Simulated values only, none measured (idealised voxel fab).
process module | voxel wiring stack
cross-section cut | 205 nm wide | cells 5 nm
A cross-section is a grid of square cells, given in bands from the top down. A band is one or more rows of cells.
Each band's line starts with the height of the band's top and of its bottom, in nm. Then come its materials from left to right, each with its width in nm. One material with "throughout" fills the band from edge to edge. "air" is empty space.
Height 0 is the level under which the wafer as received is all one material. The lowest band goes on downwards, as in "0 down".
A width such as "30 to 40" changes by the same amount from each row of cells to the next, from the band's top row to its bottom row.
"no change" after a step means that no cell of the cross-section changed.
closed voids: empty space of 8 cells or more with no open way to the top, each as width x height at its distance from the left edge, in nm
after a step's settings: what the simulator itself notes on the step
overlay nm, on a step with a mask: how far to the right of its planned place the mask lay; to the left if negative
plan
1 op RECEIVE | material Si
2 op CONFORMAL_DEP | material SiO2 | thk nm 10
3 op CONFORMAL_DEP | material SiN | thk nm 5
4 op DIRECTIONAL_DEP | material SiO2 | thk nm 20
5 op DIRECTIONAL_DEP | material aC | thk nm 15
6 op PATTERN | tone open | mask id METAL_1 | material resist | width nm 25 | pitch nm 50 | thk nm 35 | overlay nm 0
7 op DIRECTIONAL_ETCH | etch materials aC | depth nm 15
8 op STRIP | etch materials resist
9 op DIRECTIONAL_ETCH | etch materials SiO2 | depth nm 20
10 op DIRECTIONAL_ETCH | etch materials SiN | depth nm 5
11 op STRIP | etch materials aC
12 op CONFORMAL_DEP | material TiN | thk nm 5
13 op FILL_DEP | material W | thk nm 5
14 op CMP | height nm 35
15 op EPI | material Ru | thk nm 5
16 op FILL_DEP | material SiCN | thk nm 5
17 op DIRECTIONAL_DEP | material lowk | thk nm 35
18 op MASKED_ETCH | tone open | mask id METAL_2_HOLES | width nm 15 | pitch nm 50 | etch materials lowk | depth nm 35 | overlay nm 0
19 op MASKED_ETCH | tone open | mask id METAL_2 | width nm 25 | pitch nm 50 | etch materials lowk | depth nm 20 | overlay nm 0
20 op MASKED_ETCH | tone open | mask id METAL_2 | width nm 25 | pitch nm 50 | etch materials SiCN | depth nm 5 | overlay nm 0
21 op CONFORMAL_DEP | material TiN | thk nm 5
22 op FILL_DEP | material Cu | thk nm 10
23 op CMP | height nm 80
24 op CONFORMAL_DEP | material SiCN | thk nm 5
25 op DIRECTIONAL_DEP | material SiO2 | thk nm 30
26 op PATTERN | tone open | mask id METAL_3_HOLES | material resist | width nm 15 | pitch nm 50 | thk nm 15 | overlay nm 0
27 op DIRECTIONAL_ETCH | etch materials SiO2 | depth nm 30
28 op STRIP | etch materials resist
29 op DIRECTIONAL_DEP | material aC | thk nm 15
30 op PATTERN | tone open | mask id METAL_3 | material resist | width nm 25 | pitch nm 50 | thk nm 35 | overlay nm 0
31 op DIRECTIONAL_ETCH | etch materials aC | depth nm 15
32 op STRIP | etch materials resist
33 op DIRECTIONAL_ETCH | etch materials SiO2 | depth nm 20
34 op DIRECTIONAL_ETCH | etch materials SiCN | depth nm 5
35 op STRIP | etch materials aC
36 op CONFORMAL_DEP | material TiN | thk nm 5
37 op FILL_DEP | material Ru | thk nm 10
38 op CMP | height nm 115
39 op CONFORMAL_DEP | material SiCN | thk nm 5
as received, after step 1
  0 down: Si throughout
  closed voids: none
first wafer at the end, as planned
  120 to 115: SiCN throughout
  115 to 100: SiO2 40 | TiN 5 | Ru 15 | TiN 5 | SiO2 25 | TiN 5 | Ru 15 | TiN 5 | SiO2 25 | TiN 5 | Ru 15 | TiN 5 | SiO2 40
  100 to 95: SiO2 40 | TiN 5 | Ru 5 | TiN 15 | SiO2 25 | TiN 5 | Ru 5 | TiN 15 | SiO2 25 | TiN 5 | Ru 5 | TiN 15 | SiO2 40
  95 to 85: SiO2 40 | TiN 5 | Ru 5 | TiN 5 | SiO2 35 | TiN 5 | Ru 5 | TiN 5 | SiO2 35 | TiN 5 | Ru 5 | TiN 5 | SiO2 50
  85 to 80: SiCN 40 | TiN 15 | SiCN 35 | TiN 15 | SiCN 35 | TiN 15 | SiCN 50
  80 to 65: lowk 40 | TiN 5 | Cu 15 | TiN 5 | lowk 25 | TiN 5 | Cu 15 | TiN 5 | lowk 25 | TiN 5 | Cu 15 | TiN 5 | lowk 40
  65 to 60: lowk 40 | TiN 5 | Cu 5 | TiN 15 | lowk 25 | TiN 5 | Cu 5 | TiN 15 | lowk 25 | TiN 5 | Cu 5 | TiN 15 | lowk 40
  60 to 45: lowk 40 | TiN 5 | Cu 5 | TiN 5 | lowk 35 | TiN 5 | Cu 5 | TiN 5 | lowk 35 | TiN 5 | Cu 5 | TiN 5 | lowk 50
  45 to 40: SiCN 40 | TiN 15 | SiCN 35 | TiN 15 | SiCN 35 | TiN 15 | SiCN 50
  40 to 35: SiCN 35 | Ru 35 | SiCN 15 | Ru 35 | SiCN 15 | Ru 35 | SiCN 35
  35 to 15: SiO2 40 | TiN 5 | W 15 | TiN 5 | SiO2 25 | TiN 5 | W 15 | TiN 5 | SiO2 25 | TiN 5 | W 15 | TiN 5 | SiO2 40
  15 to 10: SiN 40 | TiN 25 | SiN 25 | TiN 25 | SiN 25 | TiN 25 | SiN 40
  10 to 0: SiO2 throughout
  0 down: Si throughout
  closed voids: none
second wafer at the end: like start, like plan, one mistake
  120 to 115: SiCN throughout
  115 to 100: SiO2 40 | TiN 5 | Ru 15 | TiN 5 | SiO2 25 | TiN 5 | Ru 15 | TiN 5 | SiO2 25 | TiN 5 | Ru 15 | TiN 5 | SiO2 40
  100 to 95: SiO2 40 | TiN 5 | Ru 5 | TiN 15 | SiO2 25 | TiN 5 | Ru 5 | TiN 15 | SiO2 25 | TiN 5 | Ru 5 | TiN 15 | SiO2 40
  95 to 85: SiO2 40 | TiN 5 | Ru 5 | TiN 5 | SiO2 35 | TiN 5 | Ru 5 | TiN 5 | SiO2 35 | TiN 5 | Ru 5 | TiN 5 | SiO2 50
  85 to 80: SiCN 40 | TiN 15 | SiCN 35 | TiN 15 | SiCN 35 | TiN 15 | SiCN 50
  80 to 65: lowk 35 | TiN 5 | Cu 15 | TiN 5 | lowk 25 | TiN 5 | Cu 15 | TiN 5 | lowk 25 | TiN 5 | Cu 15 | TiN 5 | lowk 45
  65 to 60: lowk 35 | TiN 10 | Cu 5 | TiN 10 | lowk 25 | TiN 10 | Cu 5 | TiN 10 | lowk 25 | TiN 10 | Cu 5 | TiN 10 | lowk 45
  60 to 45: lowk 40 | TiN 5 | Cu 5 | TiN 5 | lowk 35 | TiN 5 | Cu 5 | TiN 5 | lowk 35 | TiN 5 | Cu 5 | TiN 5 | lowk 50
  45 to 40: SiCN 40 | TiN 15 | SiCN 35 | TiN 15 | SiCN 35 | TiN 15 | SiCN 50
  40 to 35: SiCN 35 | Ru 35 | SiCN 15 | Ru 35 | SiCN 15 | Ru 35 | SiCN 35
  35 to 15: SiO2 40 | TiN 5 | W 15 | TiN 5 | SiO2 25 | TiN 5 | W 15 | TiN 5 | SiO2 25 | TiN 5 | W 15 | TiN 5 | SiO2 40
  15 to 10: SiN 40 | TiN 25 | SiN 25 | TiN 25 | SiN 25 | TiN 25 | SiN 40
  10 to 0: SiO2 throughout
  0 down: Si throughout
  closed voids: none
what went wrong: step 19 ran as: op MASKED_ETCH | tone open | mask id METAL_2 | width nm 25 | pitch nm 50 | etch materials lowk | depth nm 20 | overlay nm -5
at the end the second wafer has, in cells: as many of each material as the first, in other places
